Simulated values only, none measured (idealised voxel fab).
Module name: voxel air gaps (process module)
Displayed cross-section: cut, width of 285 nm, square cells sized 5 nm.
Cross-section, as written here: a square-cell grid given band by band from the top down, where a band holds one or more rows of cells.
Top height, bottom height, nm. Materials left to right, width each, nm. Single material + "full width" = fills band edge to edge. "blank" = empty.
Convention: height 0 is the level below which the wafer, as received, is all one material. The lowest band does not terminate at the bottom but continues downward, represented as "0..down".
The two numbers in a width such as "30..40" mark its ends across the band: the first belongs to the top row of cells, the second to the bottom row, and from each row to the next the width moves by the same amount.
"no change occurred", as given for a step, is the statement that not any cell of the cross-section underwent a change during that step.
Entry "Enclosed void catalog" = empty spaces >= 8 cells with no open way to the top; each as width x height at distance, distance from left edge, all nm.
The remark found on a step's line after its settings is issued by the simulator itself and pertains to that step.
The "overlay nm" setting may appear on a step's line; for a step that uses a mask, it gives how far to the right of its planned position the mask lay, and a negative value indicates the left.
Each pair of cross-sections that follows straddles one process step: the one shows the state before the step, the other the state after it, down to the lowest band that changed and no further. The step in question, and its settings, are given under the pair. Note that a pair is not necessarily a continuation of the pair above it, since pairs can come from different runs of this module on the same starting wafer; it is a continuation only where its entry headed "Before the step" says so.
**Before the step**
  55..45: blank 70 nm; Ru 45 nm; blank 5 nm; Ru 45 nm; blank 5 nm; Ru 45 nm; blank 70 nm
  45..20: blank 80 nm; TiN 5 nm; Ru 15 nm; TiN 5 nm; blank 25 nm; TiN 5 nm; Ru 15 nm; TiN 5 nm; blank 25 nm; TiN 5 nm; Ru 15 nm; TiN 5 nm; blank 80 nm
  20..15: blank 80 nm; TiN 25 nm; blank 25 nm; TiN 25 nm; blank 25 nm; TiN 25 nm; blank 80 nm
  15..10: SiCN full width
  10..0: SiO2 full width
  0..down: Si full width
  Enclosed void catalog: none
**Post-Step Geometry**
  60..55: blank 65 nm; SiCN 155 nm; blank 65 nm
  55..45: blank 65 nm; SiCN 5 nm; Ru 45 nm; SiCN 5 nm; Ru 45 nm; SiCN 5 nm; Ru 45 nm; SiCN 5 nm; blank 65 nm
  45..40: blank 65 nm; SiCN 15 nm; TiN 5 nm; Ru 15 nm; TiN 5 nm; SiCN 25 nm; TiN 5 nm; Ru 15 nm; TiN 5 nm; SiCN 25 nm; TiN 5 nm; Ru 15 nm; TiN 5 nm; SiCN 15 nm; blank 65 nm
  40..20: blank 75 nm; SiCN 5 nm; TiN 5 nm; Ru 15 nm; TiN 5 nm; SiCN 5 nm; blank 15 nm; SiCN 5 nm; TiN 5 nm; Ru 15 nm; TiN 5 nm; SiCN 5 nm; blank 15 nm; SiCN 5 nm; TiN 5 nm; Ru 15 nm; TiN 5 nm; SiCN 5 nm; blank 75 nm
  20..15: SiCN 80 nm; TiN 25 nm; SiCN 25 nm; TiN 25 nm; SiCN 25 nm; TiN 25 nm; SiCN 80 nm
  Below a height of 15, the structure has not been altered.
  Enclosed void catalog: 15 x 20 at 110; 15 x 20 at 160
Step between the pre-process and post-process cross-sections given above: CONFORMAL_DEP (material SiCN; thk nm 5)
**Before the step**
  45..15: lowk full width
  15..10: SiN full width
  10..0: SiO2 full width
  0..down: Si full width
  Enclosed void catalog: none
**Post-Step Geometry**
  45..15: blank 80 nm; lowk 25 nm; blank 25 nm; lowk 25 nm; blank 25 nm; lowk 25 nm; blank 80 nm
  Below a height of 15, the structure has not been altered.
  Enclosed void catalog: none
Step between the pre-process and post-process cross-sections given above: MASKED_ETCH (tone cover; mask id LINES; width nm 25; pitch nm 50; etch materials lowk; depth nm 30; overlay nm 0)
Before the step: For the state before this step, see the after cross-section of the pair located directly above.
**Post-Step Geometry**
  50..45: blank 75 nm; TiN 35 nm; blank 15 nm; TiN 35 nm; blank 15 nm; TiN 35 nm; blank 75 nm
  45..20: blank 75 nm; TiN 5 nm; lowk 25 nm; TiN 5 nm; blank 15 nm; TiN 5 nm; lowk 25 nm; TiN 5 nm; blank 15 nm; TiN 5 nm; lowk 25 nm; TiN 5 nm; blank 75 nm
  20..15: TiN 80 nm; lowk 25 nm; TiN 25 nm; lowk 25 nm; TiN 25 nm; lowk 25 nm; TiN 80 nm
  Below a height of 15, the structure has not been altered.
  Enclosed void catalog: none
Step between the pre-process and post-process cross-sections given above: CONFORMAL_DEP (material TiN; thk nm 5)
Before the step: For the state before this step, see the after cross-section of the pair located directly above.
**Post-Step Geometry**
  55..50: Ru full width
  50..45: Ru 75 nm; TiN 35 nm; Ru 15 nm; TiN 35 nm; Ru 15 nm; TiN 35 nm; Ru 75 nm
  45..20: Ru 75 nm; TiN 5 nm; lowk 25 nm; TiN 5 nm; Ru 15 nm; TiN 5 nm; lowk 25 nm; TiN 5 nm; Ru 15 nm; TiN 5 nm; lowk 25 nm; TiN 5 nm; Ru 75 nm
  Below a height of 20, the structure has not been altered.
  Enclosed void catalog: none
Step between the pre-process and post-process cross-sections given above: FILL_DEP (material Ru; thk nm 5)
Before the step: For the state before this step, see the after cross-section of the pair located directly above.
**Post-Step Geometry**
  45..20: Ru 75 nm; TiN 5 nm; lowk 25 nm; TiN 5 nm; Ru 15 nm; TiN 5 nm; lowk 25 nm; TiN 5 nm; Ru 15 nm; TiN 5 nm; lowk 25 nm; TiN 5 nm; Ru 75 nm
  Below a height of 20, the structure has not been altered.
  Enclosed void catalog: none
Step between the pre-process and post-process cross-sections given above: CMP (height nm 45)
Before the step: For the state before this step, see the after cross-section of the pair located directly above.
**Post-Step Geometry**
  55..45: Ru 90 nm; blank 5 nm; Ru 45 nm; blank 5 nm; Ru 45 nm; blank 5 nm; Ru 90 nm
  Below a height of 45, the structure has not been altered.
  Enclosed void catalog: none
Step between the pre-process and post-process cross-sections given above: EPI (material Ru; thk nm 10)
Before the step: For the state before this step, see the after cross-section of the pair located directly above.
**Post-Step Geometry**
  55..45: Ru 90 nm; blank 5 nm; Ru 45 nm; blank 5 nm; Ru 45 nm; blank 5 nm; Ru 90 nm
  45..20: Ru 75 nm; TiN 5 nm; blank 25 nm; TiN 5 nm; Ru 15 nm; TiN 5 nm; blank 25 nm; TiN 5 nm; Ru 15 nm; TiN 5 nm; blank 25 nm; TiN 5 nm; Ru 75 nm
  20..15: TiN 80 nm; blank 25 nm; TiN 25 nm; blank 25 nm; TiN 25 nm; blank 25 nm; TiN 80 nm
  Below a height of 15, the structure has not been altered.
  Enclosed void catalog: none
Step between the pre-process and post-process cross-sections given above: SELECTIVE_ETCH (etch materials lowk; depth nm 40)
Before the step: For the state before this step, see the after cross-section of the pair located directly above.
**Post-Step Geometry**
  60..55: SiCN full width
  55..45: Ru 90 nm; SiCN 5 nm; Ru 45 nm; SiCN 5 nm; Ru 45 nm; SiCN 5 nm; Ru 90 nm
  45..40: Ru 75 nm; TiN 5 nm; SiCN 25 nm; TiN 5 nm; Ru 15 nm; TiN 5 nm; SiCN 25 nm; TiN 5 nm; Ru 15 nm; TiN 5 nm; SiCN 25 nm; TiN 5 nm; Ru 75 nm
  40..20: Ru 75 nm; TiN 5 nm; SiCN 5 nm; blank 15 nm; SiCN 5 nm; TiN 5 nm; Ru 15 nm; TiN 5 nm; SiCN 5 nm; blank 15 nm; SiCN 5 nm; TiN 5 nm; Ru 15 nm; TiN 5 nm; SiCN 5 nm; blank 15 nm; SiCN 5 nm; TiN 5 nm; Ru 75 nm
  20..15: TiN 80 nm; SiCN 25 nm; TiN 25 nm; SiCN 25 nm; TiN 25 nm; SiCN 25 nm; TiN 80 nm
  Below a height of 15, the structure has not been altered.
  Enclosed void catalog: 15 x 20 at 85; 15 x 20 at 135; 15 x 20 at 185
Step between the pre-process and post-process cross-sections given above: CONFORMAL_DEP (material SiCN; thk nm 5)
